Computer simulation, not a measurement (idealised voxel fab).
process module | voxel lift off
cross-section cut | 180 nm wide | cells 5 nm
A cross-section is a grid of square cells, given in bands from the top down. A band is one or more rows of cells.
Each band's line starts with the height of the band's top and of its bottom, in nm. Then come its materials from left to right, each with its width in nm. One material with "throughout" fills the band from edge to edge. "air" is empty space.
Height 0 is the level under which the wafer as received is all one material. The lowest band goes on downwards, as in "0 down".
A width such as "30 to 40" changes by the same amount from each row of cells to the next, from the band's top row to its bottom row.
"no change" after a step means that no cell of the cross-section changed.
closed voids: empty space of 8 cells or more with no open way to the top, each as width x height at its distance from the left edge, in nm
after a step's settings: what the simulator itself notes on the step
overlay nm, on a step with a mask: how far to the right of its planned place the mask lay; to the left if negative
plan
1 op RECEIVE | material Si
2 op CONFORMAL_DEP | material Al2O3 | thk nm 10
3 op PATTERN | tone open | mask id LINES | material resist | width nm 20 | pitch nm 40 | thk nm 20 | overlay nm 0
4 op DIRECTIONAL_DEP | material Ru | thk nm 10
5 op STRIP | etch materials resist
6 op CONFORMAL_DEP | material SiN | thk nm 10
as received, after step 1
  0 down: Si throughout
  closed voids: none
a wafer at the end: this start, this plan, one mistake
  30 to 20: air 5 | SiN 160 | air 15
  20 to 10: SiN 15 | Ru 20 | SiN 20 | Ru 20 | SiN 20 | Ru 20 | SiN 20 | Ru 20 | SiN 25
  10 to 0: Al2O3 throughout
  0 down: Si throughout
  closed voids: none
what went wrong: step 3 ran as: op PATTERN | tone open | mask id LINES | material resist | width nm 20 | pitch nm 40 | thk nm 20 | overlay nm -5
